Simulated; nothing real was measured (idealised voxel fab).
This is a process module. Its name is voxel self aligned contacts.
165 nm wide, 5 nm square cells: that's cross-section cut.
Cross-section format: a grid of square cells, given as bands from top to bottom; each band is one or more rows of cells.
Heads up on the band format: heights come first, top then bottom, in nm. After that it's the materials left to right, each with its width in nm. A single material flagged "everywhere" fills the whole band edge to edge, and "empty" means there's empty space there.
Convention: height 0 is the level below which the wafer, as received, is all one material. The lowest band does not terminate at the bottom but continues downward, represented as "0..down".
A width given as "30 to 40" starts at the first number in the band's top row and ends at the second number in its bottom row, shifting by an equal amount at every step from row to row.
"no modifications" -> step changed no cross-section cell.
Entry "Enclosed internal voids" = empty spaces >= 8 cells with no open way to the top; each as width x height at distance, distance from left edge, all nm.
If you see something after the settings on a step's line, that's the simulator's own remark about that step.
"overlay nm" on a masked step: distance the mask lay right of its planned place, negative for left.

**Planned step list for the process**
1. RECEIVE, material Si
2. OXIDIZE, depth nm 5
3. DIRECTIONAL_DEP, material polySi, thk nm 30
4. DIRECTIONAL_DEP, material SiN, thk nm 20
5. DIRECTIONAL_DEP, material aC, thk nm 15
6. PATTERN, tone cover, mask id GATE, material resist, width nm 35, pitch nm 70, thk nm 30, overlay nm 0
7. DIRECTIONAL_ETCH, etch materials aC, depth nm 15
8. STRIP, etch materials resist
9. DIRECTIONAL_ETCH, etch materials SiN, depth nm 20
10. DIRECTIONAL_ETCH, etch materials polySi, depth nm 30
11. STRIP, etch materials aC
12. CONFORMAL_DEP, material SiN, thk nm 10
13. DIRECTIONAL_ETCH, etch materials SiN, depth nm 10
14. FILL_DEP, material SiO2, thk nm 15
15. CMP, height nm 60
16. DIRECTIONAL_DEP, material aC, thk nm 15
17. PATTERN, tone open, mask id CONTACT, material resist, width nm 45, thk nm 30, overlay nm 0
18. DIRECTIONAL_ETCH, etch materials aC, depth nm 15
19. STRIP, etch materials resist
20. DIRECTIONAL_ETCH, etch materials SiO2, depth nm 65
21. STRIP, etch materials aC
22. CONFORMAL_DEP, material TiN, thk nm 5
23. FILL_DEP, material Ru, thk nm 10
24. CMP, height nm 60
25. CONFORMAL_DEP, material SiCN, thk nm 5

**Cross-section of the wafer as it came to us, i.e., already through step 1**
	0..down: Si everywhere
	Enclosed internal voids: none

**First wafer of two, sectioned at end of module; run went per plan**
	65..60: SiCN everywhere
	60..50: SiO2 (60), TiN (5 to 20), Ru (35 to 5), TiN (5 to 20), SiO2 (60)
	50..30: SiO2 (20), SiN (55), TiN (5), Ru (5), TiN (5), SiN (55), SiO2 (20)
	30..0: SiO2 (20), SiN (10), polySi (35), SiN (10), TiN (5), Ru (5), TiN (5), SiN (10), polySi (35), SiN (10), SiO2 (20)
	0..-5: SiO2 (75), TiN (15), SiO2 (75)
	-5..down: Si everywhere
	Enclosed internal voids: none

**Module end: cross-section of wafer two of two. Same start and process plan as the first wafer. One mistake during execution**
	65..60: SiCN everywhere
	60..50: SiO2 (60), TiN (5 to 20), Ru (35 to 5), TiN (5 to 20), SiO2 (60)
	50..30: SiO2 (20), SiN (55), TiN (5), Ru (5), TiN (5), SiN (55), SiO2 (20)
	30..25: SiO2 (75), TiN (15), SiO2 (75)
	25..0: polySi everywhere
	0..down: Si everywhere
	Enclosed internal voids: none
The plan and the run diverged here: note: step 2 <-> step 3, run order reversed vs plan
The final cell counts differ between the wafers, with the second having more or fewer of some materials than the first: Ru -6; Si +33; SiN -48; SiO2 -48; TiN -12; polySi +81
